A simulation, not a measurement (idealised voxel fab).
process module | voxel self aligned contacts
cross-section cut | 245 nm wide | cells 5 nm
A cross-section is a grid of square cells, given in bands from the top down. A band is one or more rows of cells.
Each band's line starts with the height of the band's top and of its bottom, in nm. Then come its materials from left to right, each with its width in nm. One material with "throughout" fills the band from edge to edge. "air" is empty space.
Height 0 is the level under which the wafer as received is all one material. The lowest band goes on downwards, as in "0 down".
A width such as "30 to 40" changes by the same amount from each row of cells to the next, from the band's top row to its bottom row.
"no change" after a step means that no cell of the cross-section changed.
closed voids: empty space of 8 cells or more with no open way to the top, each as width x height at its distance from the left edge, in nm
after a step's settings: what the simulator itself notes on the step
overlay nm, on a step with a mask: how far to the right of its planned place the mask lay; to the left if negative
plan
1 op RECEIVE | material Si
2 op CONFORMAL_DEP | material SiO2 | thk nm 5
3 op DIRECTIONAL_DEP | material polySi | thk nm 20
4 op DIRECTIONAL_DEP | material SiN | thk nm 25
5 op DIRECTIONAL_DEP | material aC | thk nm 10
6 op PATTERN | tone cover | mask id GATE | material resist | width nm 25 | pitch nm 70 | thk nm 30 | overlay nm 0
7 op DIRECTIONAL_ETCH | etch materials aC | depth nm 10
8 op STRIP | etch materials resist
9 op DIRECTIONAL_ETCH | etch materials SiN | depth nm 25
10 op DIRECTIONAL_ETCH | etch materials polySi | depth nm 20
11 op STRIP | etch materials aC
12 op CONFORMAL_DEP | material SiN | thk nm 10
13 op DIRECTIONAL_ETCH | etch materials SiN | depth nm 10
14 op FILL_DEP | material SiO2 | thk nm 10
15 op CMP | height nm 55
16 op MASKED_ETCH | tone open | mask id CONTACT | width nm 55 | pitch nm 70 | etch materials SiO2 | depth nm 55 | overlay nm 0
17 op CONFORMAL_DEP | material TiN | thk nm 5
18 op FILL_DEP | material W | thk nm 5
19 op CMP | height nm 55
20 op CONFORMAL_DEP | material SiCN | thk nm 5
as received, after step 1
  0 down: Si throughout
  closed voids: none
first wafer at the end, as planned
  60 to 55: SiCN throughout
  55 to 50: SiO2 60 | TiN 20 | W 15 | TiN 20 | SiO2 15 | TiN 20 | W 15 | TiN 20 | SiO2 60
  50 to 25: SiO2 30 | SiN 45 | TiN 5 | W 15 | TiN 5 | SiN 45 | TiN 5 | W 15 | TiN 5 | SiN 45 | SiO2 30
  25 to 5: SiO2 30 | SiN 10 | polySi 25 | SiN 10 | TiN 5 | W 15 | TiN 5 | SiN 10 | polySi 25 | SiN 10 | TiN 5 | W 15 | TiN 5 | SiN 10 | polySi 25 | SiN 10 | SiO2 30
  5 to 0: SiO2 75 | TiN 25 | SiO2 45 | TiN 25 | SiO2 75
  0 down: Si throughout
  closed voids: none
second wafer at the end: like start, like plan, one mistake
  60 to 55: SiCN throughout
  55 to 45: SiO2 60 | TiN 5 to 20 | W 45 to 15 | TiN 5 to 20 | SiO2 15 | TiN 5 to 20 | W 45 to 15 | TiN 5 to 20 | SiO2 60
  45 to 20: SiO2 30 | SiN 45 | TiN 5 | W 15 | TiN 5 | SiN 45 | TiN 5 | W 15 | TiN 5 | SiN 45 | SiO2 30
  20 to 5: SiO2 30 | SiN 10 | polySi 25 | SiN 10 | TiN 5 | W 15 | TiN 5 | SiN 10 | polySi 25 | SiN 10 | TiN 5 | W 15 | TiN 5 | SiN 10 | polySi 25 | SiN 10 | SiO2 30
  5 to 0: SiO2 30 | SiN 10 | polySi 25 | SiN 10 | TiN 25 | SiN 10 | polySi 25 | SiN 10 | TiN 25 | SiN 10 | polySi 25 | SiN 10 | SiO2 30
  0 down: Si throughout
  closed voids: none
what went wrong: step 2 was left out
at the end the second wafer has, in cells: 12 fewer of SiO2 | 12 more of W
